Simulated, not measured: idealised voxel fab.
Herein follows the process module entitled voxel plated lines.
Displayed cross-section: cut, width of 265 nm, square cells sized 5 nm.
In what follows, cross-sections appear as grids of square cells, described through bands that run from the top down, where every band is one or more rows of cells. This entry defines a band. It first specifies the height of the band's top and the height of its bottom in nm, and then specifies the band's materials from left to right, stating each material with its width in nm. The word "all across" identifies a single material that fills the band from edge to edge, while the word "empty" identifies empty space. Measure heights from 0. That's the level where, below it, the as-received wafer is all one material. The lowest band is bottomless and extends downward; write it as in "0 -> down". The two numbers in a width such as "30->40" mark its ends across the band: the first belongs to the top row of cells, the second to the bottom row, and from each row to the next the width moves by the same amount. A step reported as "everything unchanged" is a step in which no cell of the cross-section changed. Closed-off voids of 8+ cells (no open route to the top) go in "Closed void entries", written width x height at distance from the left edge, in nm. Where a step's line continues beyond its settings, the continuation is a remark by the simulator itself on that step. overlay nm: for a step with a mask, the amount by which the mask lay right of where it was planned; a negative amount means left of it.
Listed below are the process steps as planned
step 1: RECEIVE, material Si
step 2: CONFORMAL_DEP, material SiO2, thk nm 5
step 3: DIRECTIONAL_DEP, material TiN, thk nm 5
step 4: PATTERN, tone open, mask id LINES, material resist, width nm 20, pitch nm 45, thk nm 25, overlay nm 0
step 5: EPI, material Ru, thk nm 5
step 6: EPI, material Ru, thk nm 5
step 7: STRIP, etch materials resist
step 8: DIRECTIONAL_ETCH, etch materials TiN, depth nm 5
step 9: CONFORMAL_DEP, material SiN, thk nm 5
First of two wafers, processed according to plan
Cross-section of the wafer at receipt, which is the condition after step 1
0 -> down  Si all across
Closed void entries: none
You're looking at a cross-section of the wafer after step 2
5 -> 0  SiO2 all across
Whatever lies below 0 is exactly as it was before.
You're looking at a cross-section of the wafer after step 3
10 -> 5  TiN all across
Whatever lies below 5 is exactly as it was before.
You're looking at a cross-section of the wafer after step 4
35 -> 10  resist: 55  empty: 20  resist: 25  empty: 20  resist: 25  empty: 20  resist: 25  empty: 20  resist: 55
Whatever lies below 10 is exactly as it was before.
You're looking at a cross-section of the wafer after step 5
35 -> 15  resist: 55  empty: 20  resist: 25  empty: 20  resist: 25  empty: 20  resist: 25  empty: 20  resist: 55
15 -> 10  resist: 55  Ru: 20  resist: 25  Ru: 20  resist: 25  Ru: 20  resist: 25  Ru: 20  resist: 55
Whatever lies below 10 is exactly as it was before.
You're looking at a cross-section of the wafer after step 6
35 -> 20  resist: 55  empty: 20  resist: 25  empty: 20  resist: 25  empty: 20  resist: 25  empty: 20  resist: 55
20 -> 10  resist: 55  Ru: 20  resist: 25  Ru: 20  resist: 25  Ru: 20  resist: 25  Ru: 20  resist: 55
Whatever lies below 10 is exactly as it was before.
You're looking at a cross-section of the wafer after step 7
20 -> 10  empty: 55  Ru: 20  empty: 25  Ru: 20  empty: 25  Ru: 20  empty: 25  Ru: 20  empty: 55
Whatever lies below 10 is exactly as it was before.
You're looking at a cross-section of the wafer after step 8
20 -> 10  empty: 55  Ru: 20  empty: 25  Ru: 20  empty: 25  Ru: 20  empty: 25  Ru: 20  empty: 55
10 -> 5  empty: 55  TiN: 20  empty: 25  TiN: 20  empty: 25  TiN: 20  empty: 25  TiN: 20  empty: 55
Whatever lies below 5 is exactly as it was before.
You're looking at a cross-section of the wafer after step 9
25 -> 20  empty: 50  SiN: 30  empty: 15  SiN: 30  empty: 15  SiN: 30  empty: 15  SiN: 30  empty: 50
20 -> 10  empty: 50  SiN: 5  Ru: 20  SiN: 5  empty: 15  SiN: 5  Ru: 20  SiN: 5  empty: 15  SiN: 5  Ru: 20  SiN: 5  empty: 15  SiN: 5  Ru: 20  SiN: 5  empty: 50
10 -> 5  SiN: 55  TiN: 20  SiN: 25  TiN: 20  SiN: 25  TiN: 20  SiN: 25  TiN: 20  SiN: 55
Whatever lies below 5 is exactly as it was before.
Wafer two of the pair: same origin, same plan, one error during the run; identical to wafer one up to and including step 6
Second wafer, sectioned view, at step 7's planned end time
20 -> 10  empty: 55  Ru: 20  empty: 25  Ru: 20  empty: 25  Ru: 20  empty: 25  Ru: 20  empty: 55
Whatever lies below 10 is exactly as it was before.
Second wafer, sectioned view, at step 8's planned end time
20 -> 10  empty: 55  Ru: 20  empty: 25  Ru: 20  empty: 25  Ru: 20  empty: 25  Ru: 20  empty: 55
10 -> 5  empty: 55  TiN: 20  empty: 25  TiN: 20  empty: 25  TiN: 20  empty: 25  TiN: 20  empty: 55
Whatever lies below 5 is exactly as it was before.
Second wafer, sectioned view, at step 9's planned end time
25 -> 20  empty: 50  SiN: 30  empty: 15  SiN: 30  empty: 15  SiN: 30  empty: 15  SiN: 30  empty: 50
20 -> 10  empty: 50  SiN: 5  Ru: 20  SiN: 5  empty: 15  SiN: 5  Ru: 20  SiN: 5  empty: 15  SiN: 5  Ru: 20  SiN: 5  empty: 15  SiN: 5  Ru: 20  SiN: 5  empty: 50
10 -> 5  SiN: 55  TiN: 20  SiN: 25  TiN: 20  SiN: 25  TiN: 20  SiN: 25  TiN: 20  SiN: 55
Whatever lies below 5 is exactly as it was before.
Short version of what went wrong: step 7, plan: ran twice
The two wafers come out with the same cross-section, meaning that, for this model, the mistake has no consequence in the computed result.
